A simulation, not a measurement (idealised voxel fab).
Process module name: voxel local oxidation
Square cell edge 5 nm, section width 145 nm, ID cut.
Cross-sections here: square-cell grids, written as top-down lists of bands, a band being one or more rows of cells.
What a band's entry tells you: where the top is and where the bottom is, as heights in nm, and after that what lies inside, material by material from left to right, each with its width in nm. Empty space is written as the word "empty", and a single material marked with the word "throughout" occupies the band from edge to edge.
Ref level 0: as-received wafer is one material below here. Bottom band extends down with no lower bound ("0 and below").
The notation "30..40" denotes a width that varies across the rows of cells in the band, beginning at the first number in the top row, finishing at the second number in the bottom row, and changing by an identical amount from each row to the next.
When a step is marked "nothing altered", none of the cells in the cross-section changed during that step.
Reported under the label "Closed empty spaces" are the empty spaces having no open way to the top and comprising 8 cells or more; the notation for each is width x height at distance, in which the distance is measured from the left edge and all three values are in nm.
What comes after the settings on a step's line is commentary from the simulator itself on that step.
The "overlay nm" setting may appear on a step's line; for a step that uses a mask, it gives how far to the right of its planned position the mask lay, and a negative value indicates the left.

Below is the list of planned process steps
step 1: RECEIVE [material Si]
step 2: OXIDIZE [depth nm 5]
step 3: CONFORMAL_DEP [material SiN] [thk nm 10]
step 4: MASKED_ETCH [tone cover] [mask id ACTIVE] [width nm 110] [etch materials SiN] [depth nm 10] [overlay nm 0]
step 5: SELECTIVE_ETCH [etch materials SiO2] [depth nm 5]
step 6: OXIDIZE [depth nm 15]
step 7: STRIP [etch materials SiN]

What follows covers the first of two wafers; it ran as planned

Cross-section of the incoming wafer, state after step 1
> 0 and below | Si throughout
> Closed empty spaces: none

Presented here is a cross-section of the wafer after step 2 has been performed
> 0 down to -5 | SiO2 throughout
> Heights below -5 show no change.

Presented here is a cross-section of the wafer after step 3 has been performed
> 10 down to 0 | SiN throughout
> Heights below 0 show no change.

Presented here is a cross-section of the wafer after step 4 has been performed
> 10 down to 0 | empty 15 nm | SiN 110 nm | empty 20 nm
> Heights below 0 show no change.

Presented here is a cross-section of the wafer after step 5 has been performed
> 10 down to 0 | empty 15 nm | SiN 110 nm | empty 20 nm
> 0 down to -5 | empty 20 nm | SiO2 100 nm | empty 25 nm
> Heights below -5 show no change.

Presented here is a cross-section of the wafer after step 6 has been performed
> 10 down to 0 | empty 15 nm | SiN 110 nm | empty 20 nm
> 0 down to -5 | empty 20 nm | SiO2 100 nm | empty 25 nm
> -5 down to -20 | SiO2 35 nm | Si 70 nm | SiO2 40 nm
> Heights below -20 show no change.

Presented here is a cross-section of the wafer after step 7 has been performed
> 0 down to -5 | empty 20 nm | SiO2 100 nm | empty 25 nm
> Heights below -5 show no change.

Wafer two. Identical start, identical plan. One mistake in execution. Identical history through step 3

When step 4 should have ended
> 10 down to 0 | empty 15 nm | SiN 115 nm | empty 15 nm
> Heights below 0 show no change.

When step 5 should have ended
> 10 down to 0 | empty 15 nm | SiN 115 nm | empty 15 nm
> 0 down to -5 | empty 20 nm | SiO2 105 nm | empty 20 nm
> Heights below -5 show no change.

When step 6 should have ended
> 10 down to 0 | empty 15 nm | SiN 115 nm | empty 15 nm
> 0 down to -5 | empty 20 nm | SiO2 105 nm | empty 20 nm
> -5 down to -20 | SiO2 35 nm | Si 75 nm | SiO2 35 nm
> Heights below -20 show no change.

When step 7 should have ended
> 0 down to -5 | empty 20 nm | SiO2 105 nm | empty 20 nm
> Heights below -5 show no change.
Diagnosis: step 4 went in with a setting other than planned; the actual run was MASKED_ETCH [tone cover] [mask id ACTIVE] [width nm 115] [etch materials SiN] [depth nm 10] [overlay nm 0]
Materials where the second wafer ends with more or fewer cells than the first: Si +3; SiO2 -2
